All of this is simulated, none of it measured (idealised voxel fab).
voxel ribs on slabs: a process module
The figure presents cross-section cut, which has a width of 185 nm and is divided into square cells with an edge length of 5 nm.
The cross-sections in this document take the form of a grid made of square cells. They are written out as bands, in order from top to bottom. Each band consists of one or more rows of cells.
First you get the band's top height and its bottom height, in nm, and then the materials it's made of, left to right, with each width in nm. If you see a single material with "everywhere", that one covers the band edge to edge. "empty" is empty space.
Basically, 0 is our baseline, since under it the wafer straight out of the box is all one material. The bottom band has no lower end and keeps on going down, so it looks like "0..down".
Think of "30->40" as a width that walks from the first number to the second as you go down the band, top row to bottom row, taking equal-sized steps from row to row.
Any step labelled "changes: none" changed none of the cells in the cross-section.
Entry "Cavities, sealed". Content: empty spaces with no open connection to the top, size 8 cells or greater. Each: width x height at distance. Distance: from left edge. Unit: nm.
Step line, after settings: the simulator's comment on this step.
A step line may carry the setting "overlay nm", which, for steps involving a mask, states the distance by which the mask lay to the right of its intended position; negative values denote displacement to the left.

-- Planned step list for the process
1 RECEIVE: material Si
2 DIRECTIONAL_DEP: material SiO2, thk nm 25
3 DIRECTIONAL_DEP: material polySi, thk nm 15
4 PATTERN: tone cover, mask id RIB, material resist, width nm 25, thk nm 15, overlay nm 0
5 DIRECTIONAL_ETCH: etch materials polySi, depth nm 10
6 STRIP: etch materials resist
7 MASKED_ETCH: tone cover, mask id SLAB, width nm 65, etch materials polySi, depth nm 5, overlay nm 0
8 FILL_DEP: material SiO2, thk nm 20
9 CMP: height nm 50
10 DIRECTIONAL_DEP: material TiN, thk nm 10
11 MASKED_ETCH: tone cover, mask id HEATER, width nm 35, etch materials TiN, depth nm 10, overlay nm 0
12 CONFORMAL_DEP: material SiN, thk nm 5

-- Cross-section, incoming material, after step 1
    0..down: Si everywhere
    Cavities, sealed: none

-- Here's the cross-section of the first of our two wafers at the end of the module - it ran as planned
    65..60: empty (70)  SiN (45)  empty (70)
    60..55: empty (70)  SiN (5)  TiN (35)  SiN (5)  empty (70)
    55..50: SiN (75)  TiN (35)  SiN (75)
    50..40: SiO2 everywhere
    40..30: SiO2 (80)  polySi (25)  SiO2 (80)
    30..25: SiO2 (60)  polySi (65)  SiO2 (60)
    25..0: SiO2 everywhere
    0..down: Si everywhere
    Cavities, sealed: none

-- Second wafer of the two, sectioned at the end of the module. It began like the first and followed the same plan, but one mistake was made while running it
    65..60: empty (70)  SiN (45)  empty (70)
    60..55: empty (70)  SiN (5)  TiN (35)  SiN (5)  empty (70)
    55..50: SiN (75)  TiN (35)  SiN (75)
    50..40: SiO2 (80)  polySi (25)  SiO2 (80)
    40..35: SiO2 (60)  polySi (65)  SiO2 (60)
    35..25: polySi everywhere
    25..0: SiO2 everywhere
    0..down: Si everywhere
    Cavities, sealed: none
Diagnosis: not per plan at step 3, really ran DIRECTIONAL_DEP: material polySi, thk nm 25
Cell-count delta at end, second wafer over first, by material: 74 fewer of SiO2; 74 more of polySi
